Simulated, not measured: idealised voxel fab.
Module name: voxel self aligned contacts (process module)
Square cell edge 5 nm, section width 240 nm, ID cut.
Notation: cross-section as square-cell grid; stated in bands, top first, going down; one or more cell rows per band. Within each band entry, the heights of the top and of the bottom of the band appear first, in that order and in nm; the materials of the band then follow from left to right, each with its corresponding width in nm. The designation "full width" on a single material indicates that it fills the band from edge to edge; the designation "air" indicates empty space. Heights from 0 (as-received wafer is one material below). Bottom band endless downward, as "top 0, no bottom". A two-number width, for instance "30 to 40", indicates that the width is equal to the first number in the top row of the band and to the second number in the bottom row, and that it changes by a constant amount per row of cells. Any step labelled "nothing got changed" changed none of the cells in the cross-section. Heads up: "closed voids" only lists the empty pockets with no open path to the top that are 8 cells or more, and it writes them as width x height at distance, distance from the left edge, in nm. after a step's settings: what the simulator itself notes on the step. What "overlay nm" on a step's line means: if the step has a mask, that mask lay this far to the right of its planned place, or, when the value is negative, to the left.
Listed below are the process steps as planned
step 1: RECEIVE | material Si
step 2: OXIDIZE | depth nm 5
step 3: DIRECTIONAL_DEP | material polySi | thk nm 20
step 4: DIRECTIONAL_DEP | material SiN | thk nm 20
step 5: DIRECTIONAL_DEP | material aC | thk nm 15
step 6: PATTERN | tone cover | mask id GATE | material resist | width nm 30 | pitch nm 70 | thk nm 30 | overlay nm 0
step 7: DIRECTIONAL_ETCH | etch materials aC | depth nm 15
step 8: STRIP | etch materials resist
step 9: DIRECTIONAL_ETCH | etch materials SiN | depth nm 20
step 10: DIRECTIONAL_ETCH | etch materials polySi | depth nm 20
step 11: STRIP | etch materials aC
step 12: CONFORMAL_DEP | material SiN | thk nm 10
step 13: DIRECTIONAL_ETCH | etch materials SiN | depth nm 10
step 14: FILL_DEP | material SiO2 | thk nm 20
step 15: CMP | height nm 50
step 16: PATTERN | tone open | mask id CONTACT | material resist | width nm 50 | thk nm 20 | overlay nm 0
step 17: DIRECTIONAL_ETCH | etch materials SiO2 | depth nm 55
step 18: STRIP | etch materials resist
step 19: CONFORMAL_DEP | material TiN | thk nm 5
step 20: FILL_DEP | material W | thk nm 10
step 21: CMP | height nm 50
step 22: CONFORMAL_DEP | material SiCN | thk nm 5
Cross-section of the incoming wafer, state after step 1
    top 0, no bottom: Si full width
    closed voids: none
The cross-section shown corresponds to the wafer at the conclusion of the module. The initial structure and the process plan are those presented above; however, one mistake occurred in executing the plan
    top 55, bottom 50: SiCN full width
    top 50, bottom 40: SiO2 95 nm, TiN 5 to 20 nm, W 40 to 10 nm, TiN 5 to 20 nm, SiO2 95 nm
    top 40, bottom 25: SiO2 60 nm, SiN 10 nm, polySi 30 nm, SiN 10 nm, TiN 5 nm, W 10 nm, TiN 5 nm, SiN 10 nm, polySi 30 nm, SiN 10 nm, SiO2 60 nm
    top 25, bottom 20: SiO2 60 nm, SiN 10 nm, polySi 30 nm, SiN 10 nm, TiN 20 nm, SiN 10 nm, polySi 30 nm, SiN 10 nm, SiO2 60 nm
    top 20, bottom 0: SiN full width
    top 0, bottom -5: SiO2 full width
    top -5, no bottom: Si full width
    closed voids: none
The plan and the run diverged here: the run placed steps 3 and 4 each in the position the plan gave to the other
